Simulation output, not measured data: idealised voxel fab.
Process module under the name voxel fin reveal
Section cut is 220 nm wide and gridded with 5 nm square cells.
Cross-section, as written here: a square-cell grid given band by band from the top down, where a band holds one or more rows of cells.
The band entry comprises the height of the band's top followed by the height of its bottom, expressed in nm, and subsequently the band's materials from left to right, each stated together with its width in nm. Where a single material is marked with the word "all across", that material fills the band from edge to edge. The word "air" represents empty space.
Heights are measured from 0, the level below which the as-received wafer is all one material; the lowest band has no bottom and continues downward, written as in "from 0 down".
The width entry "30->40" should be interpreted row by row: the top row of cells in the band takes the first number, the bottom row takes the second number, and the change between adjacent rows is uniform throughout.
"nothing different" means the step left every cell of the cross-section as it was.
Look at "Sealed internal cavities" for the closed voids: empty spaces with no open path to the top, sized 8 cells or up. Each is width x height at distance, distance from the left edge, all nm.
Anything after a step's settings on that line? It's the simulator's own note about the step.
"overlay nm" denotes, for a step that has a mask, the displacement of the mask to the right of its planned place, with negative values corresponding to the left.
### So here's the lineup of process steps we planned
1,RECEIVE (material Si)
2,CONFORMAL_DEP (material SiN; thk nm 10)
3,MASKED_ETCH (tone cover; mask id FINS; width nm 15; pitch nm 45; etch materials SiN; depth nm 10; overlay nm 0)
4,MASKED_ETCH (tone cover; mask id FINS; width nm 15; pitch nm 45; etch materials Si; depth nm 35; overlay nm 0)
5,OXIDIZE (depth nm 5)
6,FILL_DEP (material SiO2; thk nm 10)
7,CMP (height nm 10)
8,SELECTIVE_ETCH (etch materials SiO2; depth nm 35)
9,STRIP (etch materials SiN)
Every wafer here starts from the same state; it is the step 4 width nm that distinguishes them, and the value the plan gives belongs to the first wafer.
### Received wafers, first of several: cross-section after step 1
> from 0 down: Si all across
> Sealed internal cavities: none
### Row per wafer, end-of-module: cell gain (+)/loss (-) by material since the wafer came in, then closed voids
width nm 15, -336 Si, +126 SiO2, Sealed internal cavities: none
width nm 20, -322 Si, +120 SiO2, Sealed internal cavities: none
width nm 25, -308 Si, +114 SiO2, Sealed internal cavities: none
width nm 30, -294 Si, +108 SiO2, Sealed internal cavities: none
